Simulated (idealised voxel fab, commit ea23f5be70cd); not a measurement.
Name of the process module below: voxel wiring stack
Each square cell in cross-section cut measures 5 nm, and the section as a whole is 190 nm wide.
Cross-section layout: square cells on a grid; listed as bands, top to bottom; a band spans one or more cell rows.
In this notation a band is specified by the heights of its top and bottom, in that order and in nm, after which its materials appear from left to right, each paired with its width in nm. The word "all across" attached to a single material means that material fills the band from edge to edge; the word "air" stands for empty space.
Convention: height 0 is the level below which the wafer, as received, is all one material. The lowest band does not terminate at the bottom but continues downward, represented as "0..down".
Top row gets the first number, bottom row gets the second, and each row in between changes by the same step: that is how a band width like "30 to 40" works.
"no alteration" after a step means that no cell of the cross-section changed.
The label "Closed internal cavities" introduces a list of the empty spaces, 8 cells or larger, that have no open way up to the top; each entry in it reads width x height at distance, where the distance is taken from the left edge and all three are stated in nm.
It should be noted that, on the line of a given step, the content following the step's settings is a remark produced by the simulator itself with respect to that step.
For masked steps, "overlay nm" on the step line gives how far right of plan the mask actually lay; a minus sign means it lay to the left.

### Listed below are the process steps as planned
1: RECEIVE: material Si
2: CONFORMAL_DEP: material SiO2, thk nm 10
3: CONFORMAL_DEP: material SiCN, thk nm 5
4: DIRECTIONAL_DEP: material lowk, thk nm 20
5: DIRECTIONAL_DEP: material aC, thk nm 15
6: PATTERN: tone open, mask id METAL_1, material resist, width nm 25, pitch nm 55, thk nm 35, overlay nm 0
7: DIRECTIONAL_ETCH: etch materials aC, depth nm 15
8: STRIP: etch materials resist
9: DIRECTIONAL_ETCH: etch materials lowk, depth nm 20
10: DIRECTIONAL_ETCH: etch materials SiCN, depth nm 5
11: STRIP: etch materials aC
12: CONFORMAL_DEP: material TiN, thk nm 5
13: FILL_DEP: material Cu, thk nm 5
14: CMP: height nm 35
15: CONFORMAL_DEP: material SiCN, thk nm 5
16: DIRECTIONAL_DEP: material lowk, thk nm 10
17: DIRECTIONAL_DEP: material aC, thk nm 10
18: PATTERN: tone open, mask id PLUG_1, material resist, width nm 15, thk nm 30, overlay nm 0
19: DIRECTIONAL_ETCH: etch materials aC, depth nm 10
20: STRIP: etch materials resist
21: DIRECTIONAL_ETCH: etch materials lowk, depth nm 10
22: DIRECTIONAL_ETCH: etch materials SiCN, depth nm 5
23: STRIP: etch materials aC
24: EPI: material Ru, thk nm 10
25: EPI: material Ru, thk nm 5
26: DIRECTIONAL_DEP: material TiN, thk nm 5
27: DIRECTIONAL_DEP: material Ru, thk nm 15
28: DIRECTIONAL_DEP: material aC, thk nm 10
29: PATTERN: tone cover, mask id METAL_2, material resist, width nm 25, pitch nm 55, thk nm 30, overlay nm -15
30: DIRECTIONAL_ETCH: etch materials aC, depth nm 10
31: STRIP: etch materials resist
32: DIRECTIONAL_ETCH: etch materials Ru, depth nm 15
33: DIRECTIONAL_ETCH: etch materials TiN, depth nm 5
34: STRIP: etch materials aC
35: CONFORMAL_DEP: material SiN, thk nm 5
36: FILL_DEP: material SiO2, thk nm 10
37: CMP: height nm 70
38: CONFORMAL_DEP: material SiCN, thk nm 5
39: DIRECTIONAL_DEP: material lowk, thk nm 30
40: DIRECTIONAL_DEP: material aC, thk nm 15
41: PATTERN: tone open, mask id METAL_3, material resist, width nm 25, pitch nm 55, thk nm 35, overlay nm 0
42: DIRECTIONAL_ETCH: etch materials aC, depth nm 15
43: STRIP: etch materials resist
44: DIRECTIONAL_ETCH: etch materials lowk, depth nm 20
45: STRIP: etch materials aC
46: PATTERN: tone open, mask id METAL_3_HOLES, material resist, width nm 15, pitch nm 55, thk nm 15, overlay nm 0
47: DIRECTIONAL_ETCH: etch materials lowk, depth nm 10
48: DIRECTIONAL_ETCH: etch materials SiCN, depth nm 5
49: STRIP: etch materials resist
50: CONFORMAL_DEP: material TiN, thk nm 5
51: FILL_DEP: material Ru, thk nm 5
52: CMP: height nm 105
53: CONFORMAL_DEP: material SiCN, thk nm 5
54: DIRECTIONAL_DEP: material lowk, thk nm 25
55: MASKED_ETCH: tone open, mask id METAL_4_HOLES, width nm 15, pitch nm 55, etch materials lowk, depth nm 25, overlay nm 0
56: DIRECTIONAL_DEP: material aC, thk nm 10
57: PATTERN: tone open, mask id METAL_4, material resist, width nm 25, pitch nm 55, thk nm 30, overlay nm 0
58: DIRECTIONAL_ETCH: etch materials aC, depth nm 10
59: STRIP: etch materials resist
60: DIRECTIONAL_ETCH: etch materials lowk, depth nm 15
61: DIRECTIONAL_ETCH: etch materials SiCN, depth nm 5
62: STRIP: etch materials aC
63: CONFORMAL_DEP: material TiN, thk nm 5
64: FILL_DEP: material Cu, thk nm 10
65: CMP: height nm 135
66: CONFORMAL_DEP: material SiCN, thk nm 5
Quick note for whoever runs this: the wafers start identical, but the overlay nm at step 29 isn't the same across them. The plan just shows what the first wafer had.

### Received condition of the first of several wafers, sectioned: post-step 1
- 0..down  Si all across
- Closed internal cavities: none

### First wafer of several, cross-section, module end, after step 66 (last)
- 140..135  SiCN all across
- 135..125  lowk: 55; TiN: 5; Cu: 15; TiN: 5; lowk: 30; TiN: 5; Cu: 15; TiN: 5; lowk: 55
- 125..120  lowk: 55; TiN: 5; Cu: 5; TiN: 15; lowk: 30; TiN: 5; Cu: 5; TiN: 15; lowk: 55
- 120..110  lowk: 55; TiN: 5; Cu: 5; TiN: 5; lowk: 40; TiN: 5; Cu: 5; TiN: 5; lowk: 65
- 110..105  SiCN: 55; TiN: 15; SiCN: 40; TiN: 15; SiCN: 65
- 105..90  lowk: 55; TiN: 5; Ru: 15; TiN: 5; lowk: 30; TiN: 5; Ru: 15; TiN: 5; lowk: 55
- 90..85  lowk: 55; TiN: 5; Ru: 5; TiN: 15; lowk: 30; TiN: 5; Ru: 5; TiN: 15; lowk: 55
- 85..75  lowk: 55; TiN: 5; Ru: 5; TiN: 5; lowk: 40; TiN: 5; Ru: 5; TiN: 5; lowk: 65
- 75..70  SiCN: 55; TiN: 15; SiCN: 40; TiN: 15; SiCN: 65
- 70..55  SiO2: 35; SiN: 5; Ru: 25; SiN: 5; SiO2: 20; SiN: 5; Ru: 25; SiN: 5; SiO2: 65
- 55..50  SiN: 40; TiN: 25; SiN: 30; TiN: 25; SiN: 70
- 50..40  lowk: 55; Ru: 15; lowk: 120
- 40..35  SiCN: 55; Ru: 15; SiCN: 120
- 35..15  lowk: 55; TiN: 5; Cu: 15; TiN: 5; lowk: 30; TiN: 5; Cu: 15; TiN: 5; lowk: 55
- 15..10  SiCN: 55; TiN: 25; SiCN: 30; TiN: 25; SiCN: 55
- 10..0  SiO2 all across
- 0..down  Si all across
- Closed internal cavities: none

### Final wafer of several, shown in cross-section at the end of the module
- 140..135  SiCN all across
- 135..125  lowk: 55; TiN: 5; Cu: 15; TiN: 5; lowk: 30; TiN: 5; Cu: 15; TiN: 5; lowk: 55
- 125..120  lowk: 55; TiN: 5; Cu: 5; TiN: 15; lowk: 30; TiN: 5; Cu: 5; TiN: 15; lowk: 55
- 120..110  lowk: 55; TiN: 5; Cu: 5; TiN: 5; lowk: 40; TiN: 5; Cu: 5; TiN: 5; lowk: 65
- 110..105  SiCN: 55; TiN: 15; SiCN: 40; TiN: 15; SiCN: 65
- 105..90  lowk: 55; TiN: 5; Ru: 15; TiN: 5; lowk: 30; TiN: 5; Ru: 15; TiN: 5; lowk: 55
- 90..85  lowk: 55; TiN: 5; Ru: 5; TiN: 15; lowk: 30; TiN: 5; Ru: 5; TiN: 15; lowk: 55
- 85..75  lowk: 55; TiN: 5; Ru: 5; TiN: 5; lowk: 40; TiN: 5; Ru: 5; TiN: 5; lowk: 65
- 75..70  SiCN: 55; TiN: 15; SiCN: 40; TiN: 15; SiCN: 65
- 70..55  SiO2: 65; SiN: 5; Ru: 25; SiN: 5; SiO2: 20; SiN: 5; Ru: 25; SiN: 5; SiO2: 35
- 55..50  SiN: 70; TiN: 25; SiN: 30; TiN: 25; SiN: 40
- 50..40  lowk: 55; Ru: 15; lowk: 120
- 40..35  SiCN: 55; Ru: 15; SiCN: 120
- 35..15  lowk: 55; TiN: 5; Cu: 15; TiN: 5; lowk: 30; TiN: 5; Cu: 15; TiN: 5; lowk: 55
- 15..10  SiCN: 55; TiN: 25; SiCN: 30; TiN: 25; SiCN: 55
- 10..0  SiO2 all across
- 0..down  Si all across
- Closed internal cavities: none

### Basically each wafer gets a line in the table, showing it at the end of the module: material by material, the cells it gained (+) or lost (-) since we got it, then its closed voids
overlay nm -15; +42 Cu; +63 Ru; +165 SiCN; +40 SiN; +148 SiO2; +100 TiN; +506 lowk; Closed internal cavities: none
overlay nm -10; +42 Cu; +63 Ru; +165 SiCN; +40 SiN; +148 SiO2; +100 TiN; +506 lowk; Closed internal cavities: none
overlay nm -5; +42 Cu; +63 Ru; +165 SiCN; +40 SiN; +148 SiO2; +100 TiN; +506 lowk; Closed internal cavities: none
overlay nm 0; +42 Cu; +63 Ru; +165 SiCN; +40 SiN; +148 SiO2; +100 TiN; +506 lowk; Closed internal cavities: none
overlay nm 5; +42 Cu; +63 Ru; +165 SiCN; +40 SiN; +148 SiO2; +100 TiN; +506 lowk; Closed internal cavities: none
overlay nm 10; +42 Cu; +63 Ru; +165 SiCN; +40 SiN; +148 SiO2; +100 TiN; +506 lowk; Closed internal cavities: none
overlay nm 15; +42 Cu; +63 Ru; +165 SiCN; +40 SiN; +148 SiO2; +100 TiN; +506 lowk; Closed internal cavities: none
